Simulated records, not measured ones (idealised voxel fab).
process module | voxel spacer lines
FYI the section here is cut, 270 nm wide, cells are 5 nm squares.
The cross-sections in this document take the form of a grid made of square cells. They are written out as bands, in order from top to bottom. Each band consists of one or more rows of cells.
Band: top and bottom heights (nm) first, top before bottom; then materials from left to right, widths in nm. "everywhere" marks a sole material filling the band edge to edge. "empty" denotes empty space.
Ref level 0: as-received wafer is one material below here. Bottom band extends down with no lower bound ("0 -> down").
Width: "30->40" (first number = top row, second number = bottom row, same change from row to row of cells).
Any step labelled "remained unchanged" changed none of the cells in the cross-section.
The entry "Closed cavities" lists the empty spaces that cover at least 8 cells and have no open path to the top. Each is written as width x height at distance, where the distance is measured from the left edge and all three values are in nm.
Note: text after step settings on the step line = simulator remark on that step.
For masked steps, "overlay nm" on the step line gives how far right of plan the mask actually lay; a minus sign means it lay to the left.

# So here's the lineup of process steps we planned
- 1: RECEIVE: material Si
- 2: CONFORMAL_DEP: material Al2O3, thk nm 10
- 3: DIRECTIONAL_DEP: material polySi, thk nm 20
- 4: DIRECTIONAL_DEP: material aC, thk nm 25
- 5: PATTERN: tone cover, mask id MANDREL, material resist, width nm 25, pitch nm 80, thk nm 35, overlay nm 0
- 6: DIRECTIONAL_ETCH: etch materials aC, depth nm 25
- 7: STRIP: etch materials resist
- 8: CONFORMAL_DEP: material SiN, thk nm 15
- 9: DIRECTIONAL_ETCH: etch materials SiN, depth nm 15
- 10: STRIP: etch materials aC
- 11: DIRECTIONAL_ETCH: etch materials polySi, depth nm 20
- 12: STRIP: etch materials SiN

# Wafer as received: cross-section following step 1
  0 -> down  Si everywhere
  Closed cavities: none

# End-of-module cross-section of the first of two wafers, processed as planned
  30 -> 10  empty 65 nm / polySi 15 nm / empty 25 nm / polySi 15 nm / empty 25 nm / polySi 15 nm / empty 25 nm / polySi 15 nm / empty 70 nm
  10 -> 0  Al2O3 everywhere
  0 -> down  Si everywhere
  Closed cavities: none

# Wafer two, end of module, cross-section. Same start, same plan as wafer one. One mistake in the run
  35 -> 15  empty 65 nm / polySi 15 nm / empty 25 nm / polySi 15 nm / empty 25 nm / polySi 15 nm / empty 25 nm / polySi 15 nm / empty 70 nm
  15 -> 10  polySi everywhere
  10 -> 0  Al2O3 everywhere
  0 -> down  Si everywhere
  Closed cavities: none
What broke from the plan during processing? step 3: run off-plan, actual operation and settings DIRECTIONAL_DEP: material polySi, thk nm 25
Final tally in cells, some materials are higher or lower on the second wafer than on the first: polySi: 54 more
